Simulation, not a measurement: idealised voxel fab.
The document below concerns the process module designated voxel ribs on slabs.
Cross-section cut: width 150 nm, square cells of 5 nm.
Format of a cross-section: grid, square cells. Given as bands. Order: top down. Band: one or more rows of cells. The entry gives the band's vertical extent as a top height and a bottom height in nm, then its horizontal make-up as materials from left to right, each with a width in nm. "blank" stands for empty space; a single material marked "throughout" fills the band edge to edge. Note: height 0 marks the level under which the wafer is uniformly one material as received. Lowest band unbounded below, written "top 0, no bottom". Graded width ("30..40"): value in top row of band = first number; value in bottom row = second number; row-to-row change constant. "everything unchanged" after a step means that no cell of the cross-section changed. Closed-off voids of 8+ cells (no open route to the top) go in "Closed voids list", written width x height at distance from the left edge, in nm. after a step's settings: what the simulator itself notes on the step. Regarding "overlay nm": on a step with a mask, it is the distance the mask lay to the right of its planned place; a negative value places it to the left.

## The following list gives the planned process steps
1) RECEIVE with material Si
2) DIRECTIONAL_DEP with material SiO2, thk nm 20
3) DIRECTIONAL_DEP with material polySi, thk nm 25
4) MASKED_ETCH with tone cover, mask id RIB, width nm 20, etch materials polySi, depth nm 15, overlay nm -15
5) DIRECTIONAL_DEP with material aC, thk nm 15
6) PATTERN with tone cover, mask id SLAB, material resist, width nm 50, thk nm 30, overlay nm 0
7) DIRECTIONAL_ETCH with etch materials aC, depth nm 15
8) STRIP with etch materials resist
9) DIRECTIONAL_ETCH with etch materials polySi, depth nm 10
10) STRIP with etch materials aC
11) FILL_DEP with material SiO2, thk nm 15
12) CMP with height nm 55
13) DIRECTIONAL_DEP with material W, thk nm 5
14) DIRECTIONAL_DEP with material aC, thk nm 15
15) PATTERN with tone cover, mask id HEATER, material resist, width nm 30, thk nm 30, overlay nm 0
16) DIRECTIONAL_ETCH with etch materials aC, depth nm 15
17) STRIP with etch materials resist
18) DIRECTIONAL_ETCH with etch materials W, depth nm 5
19) STRIP with etch materials aC
20) CONFORMAL_DEP with material SiO2, thk nm 10
The plan's step 4 overlay nm is the first wafer's value; the wafers differ in this setting and start identical.

## Sectional view: first of several wafers, as received, after step 1
    top 0, no bottom  Si throughout
    Closed voids list: none

## wafer rows; end of module; cells per material since receipt: (+) gained, (-) lost; then closed voids
overlay nm -15; +362 SiO2; +6 W; +32 polySi; Closed voids list: none
overlay nm -10; +362 SiO2; +6 W; +32 polySi; Closed voids list: none
overlay nm -5; +362 SiO2; +6 W; +32 polySi; Closed voids list: none
overlay nm 0; +362 SiO2; +6 W; +32 polySi; Closed voids list: none
overlay nm 5; +362 SiO2; +6 W; +32 polySi; Closed voids list: none
overlay nm 10; +362 SiO2; +6 W; +32 polySi; Closed voids list: none
overlay nm 15; +362 SiO2; +6 W; +32 polySi; Closed voids list: none
